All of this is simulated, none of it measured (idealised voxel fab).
A process module follows: voxel self aligned vias.
Displayed cross-section: cut, width of 210 nm, square cells sized 5 nm.
A cross-section is a grid of square cells, given in bands from the top down. A band is one or more rows of cells.
Within each band entry, the heights of the top and of the bottom of the band appear first, in that order and in nm; the materials of the band then follow from left to right, each with its corresponding width in nm. The designation "throughout" on a single material indicates that it fills the band from edge to edge; the designation "blank" indicates empty space.
Heights are measured from 0, the level below which the as-received wafer is all one material; the lowest band has no bottom and continues downward, written as in "0 and below".
A width given as "30..40" starts at the first number in the band's top row and ends at the second number in its bottom row, shifting by an equal amount at every step from row to row.
Reading "nothing was modified" for a step: not a cell of the cross-section changed in it.
Basically, "Enclosed void list" tells you about the enclosed voids: empty spaces with no open way to the top, 8 cells or bigger, each written width x height at distance, where distance is from the left edge, all in nm.
Where a step's line continues beyond its settings, the continuation is a remark by the simulator itself on that step.
The "overlay nm" setting may appear on a step's line; for a step that uses a mask, it gives how far to the right of its planned position the mask lay, and a negative value indicates the left.

## The following list gives the planned process steps
1) RECEIVE with material Si
2) CONFORMAL_DEP with material SiO2, thk nm 15
3) CONFORMAL_DEP with material SiCN, thk nm 5
4) DIRECTIONAL_DEP with material lowk, thk nm 20
5) DIRECTIONAL_DEP with material aC, thk nm 10
6) PATTERN with tone open, mask id LINES, material resist, width nm 25, pitch nm 65, thk nm 25, overlay nm 0
7) DIRECTIONAL_ETCH with etch materials aC, depth nm 10
8) STRIP with etch materials resist
9) DIRECTIONAL_ETCH with etch materials lowk, depth nm 20
10) STRIP with etch materials aC
11) CONFORMAL_DEP with material TiN, thk nm 5
12) FILL_DEP with material Ru, thk nm 10
13) CMP with height nm 40
14) SELECTIVE_ETCH with etch materials W Ru TiN, depth nm 10
15) FILL_DEP with material SiN, thk nm 10
16) CMP with height nm 40
17) DIRECTIONAL_DEP with material lowk, thk nm 15
18) PATTERN with tone open, mask id VIAS, material resist, width nm 45, pitch nm 65, thk nm 15, overlay nm 0
19) DIRECTIONAL_ETCH with etch materials lowk, depth nm 15
20) DIRECTIONAL_ETCH with etch materials SiN, depth nm 10
21) STRIP with etch materials resist
22) CONFORMAL_DEP with material TiN, thk nm 5
23) FILL_DEP with material W, thk nm 5
24) CMP with height nm 55
25) CONFORMAL_DEP with material SiN, thk nm 5

## Cross-section of the incoming wafer, state after step 1
    0 and below: Si throughout
    Enclosed void list: none

## Post-module cross-section: identical start and plan to those above, one misstep in execution
    60 down to 55: SiN throughout
    55 down to 45: 20 nm lowk; 5 nm TiN; 25 nm W; 5 nm TiN; 30 nm lowk; 5 nm TiN; 25 nm W; 5 nm TiN; 30 nm lowk; 5 nm TiN; 25 nm W; 5 nm TiN; 25 nm lowk
    45 down to 35: 20..25 nm lowk; 10..5 nm TiN; 15 nm W; 10..5 nm TiN; 30..40 nm lowk; 10..5 nm TiN; 15 nm W; 10..5 nm TiN; 30..40 nm lowk; 10..5 nm TiN; 15 nm W; 10..5 nm TiN; 25..30 nm lowk
    35 down to 30: 25 nm lowk; 25 nm TiN; 40 nm lowk; 25 nm TiN; 40 nm lowk; 25 nm TiN; 30 nm lowk
    30 down to 25: 25 nm lowk; 5 nm TiN; 15 nm Ru; 5 nm TiN; 40 nm lowk; 5 nm TiN; 15 nm Ru; 5 nm TiN; 40 nm lowk; 5 nm TiN; 15 nm Ru; 5 nm TiN; 30 nm lowk
    25 down to 20: 25 nm lowk; 25 nm TiN; 40 nm lowk; 25 nm TiN; 40 nm lowk; 25 nm TiN; 30 nm lowk
    20 down to 15: SiCN throughout
    15 down to 0: SiO2 throughout
    0 and below: Si throughout
    Enclosed void list: none
Finding, execution versus plan: so step 18 ended up running with a different setting than we planned, it ran as PATTERN with tone open, mask id VIAS, material resist, width nm 35, pitch nm 65, thk nm 15, overlay nm 0
